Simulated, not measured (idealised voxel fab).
Title: Process Module voxel gate over fins
190 nm wide, 5 nm square cells: that's cross-section cut.
Cross-section, as written here: a square-cell grid given band by band from the top down, where a band holds one or more rows of cells.
Band: top height; bottom height; in nm. Then, left to right: material with width in nm, for each material. "everywhere": a single material spanning edge to edge. "empty": empty space.
Below 0: as-received wafer, all one material; heights counted from there. Lowest band: no bottom, goes on down, written "0 down".
Quick explanation for "30->40": the width changes in equal steps down the rows of cells, from the first number in the band's top row to the second number in its bottom row.
For the purposes of this document, the phrase "remained the same" attached to a step denotes that no cell within the cross-section was modified by that step.
Look at "Non-vented voids" for the closed voids: empty spaces with no open path to the top, sized 8 cells or up. Each is width x height at distance, distance from the left edge, all nm.
On each step's line, the part that comes after the settings is the simulator's own comment on the step.
overlay nm, on a step with a mask: how far to the right of its planned place the mask lay; to the left if negative

# Steps planned for the process
1 RECEIVE: material Si
2 CONFORMAL_DEP: material SiN, thk nm 10
3 DIRECTIONAL_DEP: material aC, thk nm 15
4 PATTERN: tone cover, mask id FINS, material resist, width nm 15, pitch nm 40, thk nm 30, overlay nm 0
5 DIRECTIONAL_ETCH: etch materials aC, depth nm 15
6 STRIP: etch materials resist
7 DIRECTIONAL_ETCH: etch materials SiN, depth nm 10
8 DIRECTIONAL_ETCH: etch materials Si, depth nm 30
9 STRIP: etch materials aC
10 FILL_DEP: material SiO2, thk nm 10
11 CMP: height nm 10
12 SELECTIVE_ETCH: etch materials SiO2, depth nm 25
13 STRIP: etch materials SiN
14 CONFORMAL_DEP: material HfO2, thk nm 5
15 CONFORMAL_DEP: material TiN, thk nm 5
16 CONFORMAL_DEP: material TiAl, thk nm 5
17 CONFORMAL_DEP: material TiN, thk nm 5
18 FILL_DEP: material W, thk nm 10
19 CMP: height nm 25
20 CONFORMAL_DEP: material SiCN, thk nm 5

# Run as planned: first of two wafers

# As received (post step 1): cross-section
- 0 down = Si everywhere
- Non-vented voids: none

# So this is the wafer cross-section right after step 2
- 10 to 0 = SiN everywhere
- Lower than 0, everything is as it was.

# So this is the wafer cross-section right after step 3
- 25 to 10 = aC everywhere
- Lower than 10, everything is as it was.

# So this is the wafer cross-section right after step 4
- 55 to 25 = 45 empty; 15 resist; 25 empty; 15 resist; 25 empty; 15 resist; 50 empty
- Lower than 25, everything is as it was.

# So this is the wafer cross-section right after step 5
- 40 to 25 = 45 empty; 15 resist; 25 empty; 15 resist; 25 empty; 15 resist; 50 empty
- 25 to 10 = 45 empty; 15 aC; 25 empty; 15 aC; 25 empty; 15 aC; 50 empty
- Lower than 10, everything is as it was.

# So this is the wafer cross-section right after step 6
- 25 to 10 = 45 empty; 15 aC; 25 empty; 15 aC; 25 empty; 15 aC; 50 empty
- Lower than 10, everything is as it was.

# So this is the wafer cross-section right after step 7
- 25 to 10 = 45 empty; 15 aC; 25 empty; 15 aC; 25 empty; 15 aC; 50 empty
- 10 to 0 = 45 empty; 15 SiN; 25 empty; 15 SiN; 25 empty; 15 SiN; 50 empty
- Lower than 0, everything is as it was.

# So this is the wafer cross-section right after step 8
- 25 to 10 = 45 empty; 15 aC; 25 empty; 15 aC; 25 empty; 15 aC; 50 empty
- 10 to 0 = 45 empty; 15 SiN; 25 empty; 15 SiN; 25 empty; 15 SiN; 50 empty
- 0 to -30 = 45 empty; 15 Si; 25 empty; 15 Si; 25 empty; 15 Si; 50 empty
- Lower than -30, everything is as it was.

# So this is the wafer cross-section right after step 9
- 10 to 0 = 45 empty; 15 SiN; 25 empty; 15 SiN; 25 empty; 15 SiN; 50 empty
- Lower than 0, everything is as it was.

# So this is the wafer cross-section right after step 10
- 20 to 10 = SiO2 everywhere
- 10 to 0 = 45 SiO2; 15 SiN; 25 SiO2; 15 SiN; 25 SiO2; 15 SiN; 50 SiO2
- 0 to -30 = 45 SiO2; 15 Si; 25 SiO2; 15 Si; 25 SiO2; 15 Si; 50 SiO2
- Lower than -30, everything is as it was.

# So this is the wafer cross-section right after step 11
- 10 to 0 = 45 SiO2; 15 SiN; 25 SiO2; 15 SiN; 25 SiO2; 15 SiN; 50 SiO2
- Lower than 0, everything is as it was.

# So this is the wafer cross-section right after step 12
- 10 to 0 = 45 empty; 15 SiN; 25 empty; 15 SiN; 25 empty; 15 SiN; 50 empty
- 0 to -15 = 45 empty; 15 Si; 25 empty; 15 Si; 25 empty; 15 Si; 50 empty
- Lower than -15, everything is as it was.

# So this is the wafer cross-section right after step 13
- 0 to -15 = 45 empty; 15 Si; 25 empty; 15 Si; 25 empty; 15 Si; 50 empty
- Lower than -15, everything is as it was.

# So this is the wafer cross-section right after step 14
- 5 to 0 = 40 empty; 25 HfO2; 15 empty; 25 HfO2; 15 empty; 25 HfO2; 45 empty
- 0 to -10 = 40 empty; 5 HfO2; 15 Si; 5 HfO2; 15 empty; 5 HfO2; 15 Si; 5 HfO2; 15 empty; 5 HfO2; 15 Si; 5 HfO2; 45 empty
- -10 to -15 = 45 HfO2; 15 Si; 25 HfO2; 15 Si; 25 HfO2; 15 Si; 50 HfO2
- Lower than -15, everything is as it was.

# So this is the wafer cross-section right after step 15
- 10 to 5 = 35 empty; 35 TiN; 5 empty; 35 TiN; 5 empty; 35 TiN; 40 empty
- 5 to 0 = 35 empty; 5 TiN; 25 HfO2; 5 TiN; 5 empty; 5 TiN; 25 HfO2; 5 TiN; 5 empty; 5 TiN; 25 HfO2; 5 TiN; 40 empty
- 0 to -5 = 35 empty; 5 TiN; 5 HfO2; 15 Si; 5 HfO2; 5 TiN; 5 empty; 5 TiN; 5 HfO2; 15 Si; 5 HfO2; 5 TiN; 5 empty; 5 TiN; 5 HfO2; 15 Si; 5 HfO2; 5 TiN; 40 empty
- -5 to -10 = 40 TiN; 5 HfO2; 15 Si; 5 HfO2; 15 TiN; 5 HfO2; 15 Si; 5 HfO2; 15 TiN; 5 HfO2; 15 Si; 5 HfO2; 45 TiN
- Lower than -10, everything is as it was.

# So this is the wafer cross-section right after step 16
- 15 to 10 = 30 empty; 125 TiAl; 35 empty
- 10 to 5 = 30 empty; 5 TiAl; 35 TiN; 5 TiAl; 35 TiN; 5 TiAl; 35 TiN; 5 TiAl; 35 empty
- 5 to 0 = 30 empty; 5 TiAl; 5 TiN; 25 HfO2; 5 TiN; 5 TiAl; 5 TiN; 25 HfO2; 5 TiN; 5 TiAl; 5 TiN; 25 HfO2; 5 TiN; 5 TiAl; 35 empty
- 0 to -5 = 35 TiAl; 5 TiN; 5 HfO2; 15 Si; 5 HfO2; 5 TiN; 5 TiAl; 5 TiN; 5 HfO2; 15 Si; 5 HfO2; 5 TiN; 5 TiAl; 5 TiN; 5 HfO2; 15 Si; 5 HfO2; 5 TiN; 40 TiAl
- Lower than -5, everything is as it was.

# So this is the wafer cross-section right after step 17
- 20 to 15 = 25 empty; 135 TiN; 30 empty
- 15 to 10 = 25 empty; 5 TiN; 125 TiAl; 5 TiN; 30 empty
- 10 to 5 = 25 empty; 5 TiN; 5 TiAl; 35 TiN; 5 TiAl; 35 TiN; 5 TiAl; 35 TiN; 5 TiAl; 5 TiN; 30 empty
- 5 to 0 = 30 TiN; 5 TiAl; 5 TiN; 25 HfO2; 5 TiN; 5 TiAl; 5 TiN; 25 HfO2; 5 TiN; 5 TiAl; 5 TiN; 25 HfO2; 5 TiN; 5 TiAl; 35 TiN
- Lower than 0, everything is as it was.

# So this is the wafer cross-section right after step 18
- 30 to 20 = W everywhere
- 20 to 15 = 25 W; 135 TiN; 30 W
- 15 to 10 = 25 W; 5 TiN; 125 TiAl; 5 TiN; 30 W
- 10 to 5 = 25 W; 5 TiN; 5 TiAl; 35 TiN; 5 TiAl; 35 TiN; 5 TiAl; 35 TiN; 5 TiAl; 5 TiN; 30 W
- Lower than 5, everything is as it was.

# So this is the wafer cross-section right after step 19
- 25 to 20 = W everywhere
- Lower than 20, everything is as it was.

# So this is the wafer cross-section right after step 20
- 30 to 25 = SiCN everywhere
- Lower than 25, everything is as it was.

# Okay, second wafer. Nothing different at the start, nothing different in the plan, just one mistake somewhere in the running. As far as step 18, counting that step, it's the first wafer all over again

# The second wafer cut through, at the time step 19 was supposed to be finished
- 15 to 10 = 25 W; 5 TiN; 125 TiAl; 5 TiN; 30 W
- Lower than 10, everything is as it was.

# The second wafer cut through, at the time step 20 was supposed to be finished
- 20 to 15 = SiCN everywhere
- Lower than 15, everything is as it was.
Heads up, the wafer didn't run the way we planned it: step 19 ran differently from the plan; actual operation with settings: CMP: height nm 15
In the final state, the cell counts of the second wafer exceed or fall short of those of the first for the following materials: TiN -27; W -49
